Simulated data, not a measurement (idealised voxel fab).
process module | voxel tone inversion
cross-section cut | 285 nm wide | cells 5 nm
A cross-section is a grid of square cells, given in bands from the top down. A band is one or more rows of cells.
Each band's line starts with the height of the band's top and of its bottom, in nm. Then come its materials from left to right, each with its width in nm. One material with "throughout" fills the band from edge to edge. "air" is empty space.
Height 0 is the level under which the wafer as received is all one material. The lowest band goes on downwards, as in "0 down".
A width such as "30 to 40" changes by the same amount from each row of cells to the next, from the band's top row to its bottom row.
"no change" after a step means that no cell of the cross-section changed.
closed voids: empty space of 8 cells or more with no open way to the top, each as width x height at its distance from the left edge, in nm
after a step's settings: what the simulator itself notes on the step
overlay nm, on a step with a mask: how far to the right of its planned place the mask lay; to the left if negative
plan
1 op RECEIVE | material Si
2 op CONFORMAL_DEP | material SiN | thk nm 10
3 op DIRECTIONAL_DEP | material aC | thk nm 15
4 op PATTERN | tone cover | mask id POSTS | material resist | width nm 20 | pitch nm 35 | thk nm 20 | overlay nm 0
5 op DIRECTIONAL_ETCH | etch materials aC | depth nm 15
6 op STRIP | etch materials resist
7 op FILL_DEP | material lowk | thk nm 10
8 op CMP | height nm 25
9 op STRIP | etch materials aC
10 op CONFORMAL_DEP | material TiN | thk nm 5
11 op FILL_DEP | material W | thk nm 10
12 op CMP | height nm 25
13 op CONFORMAL_DEP | material SiN | thk nm 5
varied across the wafers: thk nm of step 10. The plan shows the first wafer's value. All wafers start alike
first wafer as received, after step 1
  0 down: Si throughout
  closed voids: none
first wafer at the end, after step 13
  30 to 25: SiN throughout
  25 to 15: lowk 115 | TiN 5 | W 10 | TiN 5 | lowk 15 | TiN 5 | W 10 | TiN 5 | lowk 115
  15 to 10: lowk 115 | TiN 20 | lowk 15 | TiN 20 | lowk 115
  10 to 0: SiN throughout
  0 down: Si throughout
  closed voids: none
last wafer at the end
  30 to 25: SiN throughout
  25 to 10: lowk 115 | TiN 20 | lowk 15 | TiN 20 | lowk 115
  10 to 0: SiN throughout
  0 down: Si throughout
  closed voids: none
each wafer at the end: cells of each material gained (+) or lost (-) since it was received, then its closed voids
thk nm 5 | +171 SiN | +16 TiN | +8 W | +147 lowk | closed voids: none
thk nm 10 | +171 SiN | +24 TiN | +147 lowk | closed voids: none
thk nm 15 | +171 SiN | +24 TiN | +147 lowk | closed voids: none
thk nm 20 | +171 SiN | +24 TiN | +147 lowk | closed voids: none
